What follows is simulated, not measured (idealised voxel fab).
Module name: voxel double patterning (process module)
Square cell edge 5 nm, section width 260 nm, ID cut.
Cross-section, as written here: a square-cell grid given band by band from the top down, where a band holds one or more rows of cells.
Top height, bottom height, nm. Materials left to right, width each, nm. Single material + "edge to edge" = fills band edge to edge. "air" = empty.
It should be noted that heights are counted from 0, beneath which the wafer as supplied is of one material throughout, and that the lowest band possesses no lower boundary but continues downward, as written in "z 0 and below".
So if you see something like "30 to 40" for the width, read it as the top row of the band sitting at the first number and the bottom row at the second, with every row in between moving by the same amount as the last.
A step reported as "no modification" is a step in which no cell of the cross-section changed.
Heads up: "Closed void roster" only lists the empty pockets with no open path to the top that are 8 cells or more, and it writes them as width x height at distance, distance from the left edge, in nm.
Read whatever lies past the settings on a step's line as the simulator's own remark about the step.
overlay nm: right-of-plan distance of the mask on a masked step; negative values mean left-of-plan.
**Process steps foreseen in the plan**
1. RECEIVE: material Si
2. CONFORMAL_DEP: material SiO2, thk nm 5
3. DIRECTIONAL_DEP: material TiN, thk nm 20
4. DIRECTIONAL_DEP: material SiCN, thk nm 10
5. DIRECTIONAL_DEP: material aC, thk nm 15
6. PATTERN: tone open, mask id FIRST, material resist, width nm 15, pitch nm 50, thk nm 30, overlay nm 0
7. DIRECTIONAL_ETCH: etch materials aC, depth nm 15
8. STRIP: etch materials resist
9. DIRECTIONAL_ETCH: etch materials SiCN, depth nm 10
10. STRIP: etch materials aC
11. MASKED_ETCH: tone open, mask id SECOND, width nm 15, etch materials SiCN, depth nm 10, overlay nm 0
12. DIRECTIONAL_ETCH: etch materials TiN, depth nm 20
13. STRIP: etch materials SiCN
Don't read the plan's width nm for step 11 as applying to every wafer: that's the first wafer's value, and the wafers differ in it, though they all start identical.
**Cross-section of the first of several received wafers, showing its state after step 1**
- z 0 and below = Si edge to edge
- Closed void roster: none
**The following table contains a row per wafer, in which are reported, at the conclusion of the module, the cells of each material gained (+) or lost (-) since the wafer's receipt, with its closed voids given thereafter**
width nm 15 | +52 SiO2 | +172 TiN | Closed void roster: none
width nm 20 | +52 SiO2 | +168 TiN | Closed void roster: none
width nm 25 | +52 SiO2 | +164 TiN | Closed void roster: none
width nm 30 | +52 SiO2 | +160 TiN | Closed void roster: none
